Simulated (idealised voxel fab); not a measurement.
Proc. module: voxel transistor to metal
Square cells of 5 nm make up the cross-section cut, whose width is 195 nm.
A cross-section is a grid of square cells, given in bands from the top down. A band is one or more rows of cells. Look at the band entry: it leads with the top's height and the bottom's height in nm. Then it lists the materials left to right, with a width in nm for each. The word "full width" on a single material says that material fills the band edge to edge. The word "air" is empty space. Counting heights begins at 0, where everything beneath is, in the wafer as received, one material. The lowest band has no bottom; it goes on downwards, as "0 down" shows. The width entry "30..40" should be interpreted row by row: the top row of cells in the band takes the first number, the bottom row takes the second number, and the change between adjacent rows is uniform throughout. No cell of the cross-section changed in a step that is given as "remained the same". "Unvented cavities" contains a list of empty spaces, each no smaller than 8 cells and without an open way to the top, written in the form width x height at distance with the distance from the left edge and all three in nm. Past the settings on a step's line: simulator remark, on that step. overlay nm, on a step with a mask: how far to the right of its planned place the mask lay; to the left if negative.
Below is the list of planned process steps:
step 1: RECEIVE | material Si
step 2: OXIDIZE | depth nm 5
step 3: CONFORMAL_DEP | material SiN | thk nm 10
step 4: DIRECTIONAL_DEP | material aC | thk nm 10
step 5: PATTERN | tone cover | mask id ACTIVE | material resist | width nm 115 | thk nm 30 | overlay nm 0
step 6: DIRECTIONAL_ETCH | etch materials aC | depth nm 10
step 7: STRIP | etch materials resist
step 8: DIRECTIONAL_ETCH | etch materials SiN | depth nm 10
step 9: DIRECTIONAL_ETCH | etch materials SiO2 | depth nm 5
step 10: DIRECTIONAL_ETCH | etch materials Si | depth nm 20
step 11: STRIP | etch materials aC
step 12: OXIDIZE | depth nm 5
step 13: FILL_DEP | material SiO2 | thk nm 5
step 14: CMP | height nm 10
step 15: SELECTIVE_ETCH | etch materials SiO2 | depth nm 10
step 16: STRIP | etch materials SiN
step 17: SELECTIVE_ETCH | etch materials SiO2 | depth nm 5
step 18: OXIDIZE | depth nm 5
step 19: DIRECTIONAL_DEP | material polySi | thk nm 30
step 20: DIRECTIONAL_DEP | material SiCN | thk nm 15
step 21: PATTERN | tone cover | mask id GATE | material resist | width nm 25 | thk nm 20 | overlay nm 0
step 22: DIRECTIONAL_ETCH | etch materials SiCN | depth nm 25
step 23: DIRECTIONAL_ETCH | etch materials polySi | depth nm 40
step 24: STRIP | etch materials resist
step 25: CONFORMAL_DEP | material SiO2 | thk nm 5
step 26: DIRECTIONAL_ETCH | etch materials SiO2 | depth nm 5
step 27: CONFORMAL_DEP | material SiN | thk nm 5
step 28: DIRECTIONAL_ETCH | etch materials SiN | depth nm 5
step 29: DIRECTIONAL_ETCH | etch materials SiO2 | depth nm 5
step 30: DIRECTIONAL_ETCH | etch materials Si | depth nm 10
step 31: EPI | material nSi | thk nm 10
step 32: FILL_DEP | material SiO2 | thk nm 10
step 33: CMP | height nm 25
step 34: STRIP | etch materials polySi
step 35: SELECTIVE_ETCH | etch materials SiO2 | depth nm 5
step 36: CONFORMAL_DEP | material HfO2 | thk nm 5
step 37: CONFORMAL_DEP | material TiN | thk nm 5
step 38: FILL_DEP | material W | thk nm 10
step 39: CMP | height nm 20
step 40: DIRECTIONAL_DEP | material SiO2 | thk nm 10
step 41: MASKED_ETCH | tone open | mask id CONTACT | width nm 20 | pitch nm 85 | etch materials SiO2 | depth nm 40 | overlay nm 0
step 42: CONFORMAL_DEP | material TiN | thk nm 5
step 43: FILL_DEP | material W | thk nm 5
step 44: CMP | height nm 30
step 45: CONFORMAL_DEP | material SiN | thk nm 5
step 46: DIRECTIONAL_DEP | material SiO2 | thk nm 20
step 47: MASKED_ETCH | tone open | mask id METAL_1 | width nm 20 | pitch nm 85 | etch materials SiO2 | depth nm 20 | overlay nm 0
step 48: MASKED_ETCH | tone open | mask id METAL_1 | width nm 20 | pitch nm 85 | etch materials SiN | depth nm 5 | overlay nm 0
step 49: CONFORMAL_DEP | material TiN | thk nm 5
step 50: FILL_DEP | material W | thk nm 10
step 51: CMP | height nm 55
step 52: EPI | material Ru | thk nm 5
step 53: FILL_DEP | material SiCN | thk nm 5
step 54: DIRECTIONAL_DEP | material lowk | thk nm 30
step 55: DIRECTIONAL_DEP | material aC | thk nm 15
step 56: PATTERN | tone open | mask id METAL_2_HOLES | material resist | width nm 15 | pitch nm 85 | thk nm 30 | overlay nm 0
step 57: DIRECTIONAL_ETCH | etch materials aC | depth nm 15
step 58: STRIP | etch materials resist
step 59: DIRECTIONAL_ETCH | etch materials lowk | depth nm 30
step 60: STRIP | etch materials aC
step 61: MASKED_ETCH | tone open | mask id METAL_2 | width nm 20 | pitch nm 85 | etch materials lowk | depth nm 20 | overlay nm 0
step 62: MASKED_ETCH | tone open | mask id METAL_2 | width nm 20 | pitch nm 85 | etch materials SiCN | depth nm 5 | overlay nm 0
step 63: CONFORMAL_DEP | material TiN | thk nm 5
step 64: FILL_DEP | material Cu | thk nm 10
step 65: CMP | height nm 95
step 66: CONFORMAL_DEP | material SiN | thk nm 5
Cross-sectional view of the wafer in its as-received condition, corresponding to the state after step 1:
- 0 down: Si full width
- Unvented cavities: none
Here's the cross-section of the first of our two wafers at the end of the module - it ran as planned:
- 100 to 95: SiN full width
- 95 to 80: lowk=45; TiN=5; Cu=10; TiN=5; lowk=65; TiN=5; Cu=10; TiN=5; lowk=45
- 80 to 75: lowk=45; TiN=5; Cu=5; TiN=10; lowk=65; TiN=5; Cu=5; TiN=10; lowk=45
- 75 to 65: lowk=45; TiN=5; Cu=5; TiN=5; lowk=70; TiN=5; Cu=5; TiN=5; lowk=50
- 65 to 60: SiCN=45; TiN=15; SiCN=70; TiN=15; SiCN=50
- 60 to 55: SiCN=40; Ru=30; SiCN=55; Ru=30; SiCN=40
- 55 to 35: SiO2=45; TiN=5; W=10; TiN=5; SiO2=65; TiN=5; W=10; TiN=5; SiO2=45
- 35 to 30: SiN=45; TiN=20; SiN=65; TiN=20; SiN=45
- 30 to 20: SiO2=45; TiN=5; W=10; TiN=5; SiO2=65; TiN=5; W=10; TiN=5; SiO2=45
- 20 to 0: SiO2=45; TiN=5; W=10; TiN=5; SiO2=10; SiN=5; HfO2=5; TiN=5; W=15; TiN=5; HfO2=5; SiN=5; SiO2=10; TiN=5; W=10; TiN=5; SiO2=45
- 0 to -5: SiO2=45; TiN=5; W=10; TiN=5; nSi=10; SiN=5; HfO2=5; TiN=25; HfO2=5; SiN=5; nSi=10; TiN=5; W=10; TiN=5; SiO2=45
- -5 to -10: SiO2=45; TiN=20; nSi=10; SiO2=5; HfO2=35; SiO2=5; nSi=10; TiN=20; SiO2=45
- -10 to -20: SiO2=45; nSi=30; Si=45; nSi=30; SiO2=45
- -20 to -30: SiO2=45; Si=105; SiO2=45
- -30 down: Si full width
- Unvented cavities: none
Here is the second of the two wafers cut open at the end of the module - same start, same plan as the first one, but we made one mistake running it:
- 100 to 95: SiN full width
- 95 to 80: lowk=45; TiN=5; Cu=10; TiN=5; lowk=65; TiN=5; Cu=10; TiN=5; lowk=45
- 80 to 75: lowk=45; TiN=5; Cu=5; TiN=10; lowk=65; TiN=5; Cu=5; TiN=10; lowk=45
- 75 to 65: lowk=45; TiN=5; Cu=5; TiN=5; lowk=70; TiN=5; Cu=5; TiN=5; lowk=50
- 65 to 60: SiCN=45; TiN=15; SiCN=70; TiN=15; SiCN=50
- 60 to 55: SiCN=40; Ru=30; SiCN=55; Ru=30; SiCN=40
- 55 to 35: SiO2=45; TiN=5; W=10; TiN=5; SiO2=65; TiN=5; W=10; TiN=5; SiO2=45
- 35 to 30: SiN=45; TiN=20; SiN=65; TiN=20; SiN=45
- 30 to 20: SiO2=45; TiN=5; W=10; TiN=5; SiO2=65; TiN=5; W=10; TiN=5; SiO2=45
- 20 to 0: SiO2=45; TiN=5; W=10; TiN=5; SiO2=10; SiN=5; HfO2=5; TiN=5; W=15; TiN=5; HfO2=5; SiN=5; SiO2=10; TiN=5; W=10; TiN=5; SiO2=45
- 0 to -5: SiO2=45; TiN=5; W=10; TiN=5; nSi=10; SiN=5; HfO2=5; TiN=25; HfO2=5; SiN=5; nSi=10; TiN=5; W=10; TiN=5; SiO2=45
- -5 to -10: SiO2=45; TiN=20; nSi=10; SiO2=5; HfO2=35; SiO2=5; nSi=10; TiN=20; SiO2=45
- -10 to -20: SiO2=55; nSi=20; Si=45; nSi=40; SiO2=35
- -20 to -30: SiO2=55; Si=105; SiO2=35
- -30 down: Si full width
- Unvented cavities: none
It is concluded that the wafer was processed incorrectly with respect to the plan, in that heads up, step 5 didn't go per plan, it actually ran as PATTERN | tone cover | mask id ACTIVE | material resist | width nm 115 | thk nm 30 | overlay nm 10
By the end, you'd get the same cell count for each material on either wafer, but the second wafer puts them somewhere else.
